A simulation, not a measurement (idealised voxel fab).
The following is a process module called voxel double patterning.
Shown is cross-section cut, with a width of 205 nm and square cells of size 5 nm.
A cross-section is written here as square cells arranged in a grid, and it is given in bands from the top down, each band taking up one or more rows of cells. The entry gives the band's vertical extent as a top height and a bottom height in nm, then its horizontal make-up as materials from left to right, each with a width in nm. "empty" stands for empty space; a single material marked "everywhere" fills the band edge to edge. Zero point of the height axis is 0; under it, received wafer = one material. Lowest band: continues down indefinitely, "0 down". Width "30..40": first value at the band's top row of cells, second value at its bottom row, equal change from row to row. Take "nothing changed" at face value: in the step it is given for, the cross-section changed in none of its cells. In the "Closed void list" entry, you get each enclosed empty space of 8 cells or more, one with no open way to the top, written width x height at distance, distance from the left edge, in nm. That trailing text on a step's line, after the settings, is the simulator's own remark on the step. overlay nm: on a step with a mask, how far right of its planned place the mask lay; negative means left.

Plan
- 1: RECEIVE | material Si
- 2: CONFORMAL_DEP | material SiO2 | thk nm 5
- 3: DIRECTIONAL_DEP | material W | thk nm 10
- 4: DIRECTIONAL_DEP | material SiN | thk nm 10
- 5: PATTERN | tone open | mask id FIRST | material resist | width nm 15 | pitch nm 50 | thk nm 15 | overlay nm 0
- 6: DIRECTIONAL_ETCH | etch materials SiN | depth nm 10
- 7: STRIP | etch materials resist
- 8: MASKED_ETCH | tone open | mask id SECOND | width nm 15 | etch materials SiN | depth nm 10 | overlay nm 0
- 9: DIRECTIONAL_ETCH | etch materials W | depth nm 10
- 10: STRIP | etch materials SiN

As-received wafer cross-section (after step 1)
	0 down | Si everywhere
	Closed void list: none

Final cross-section, module run with one mistake (start and plan as above)
	10 to 0 | 70 W | 15 empty | 10 W | 15 empty | 10 W | 15 empty | 70 W
	0 down | Si everywhere
	Closed void list: none
what went wrong: step 2 was dropped from the plan's execution and never run
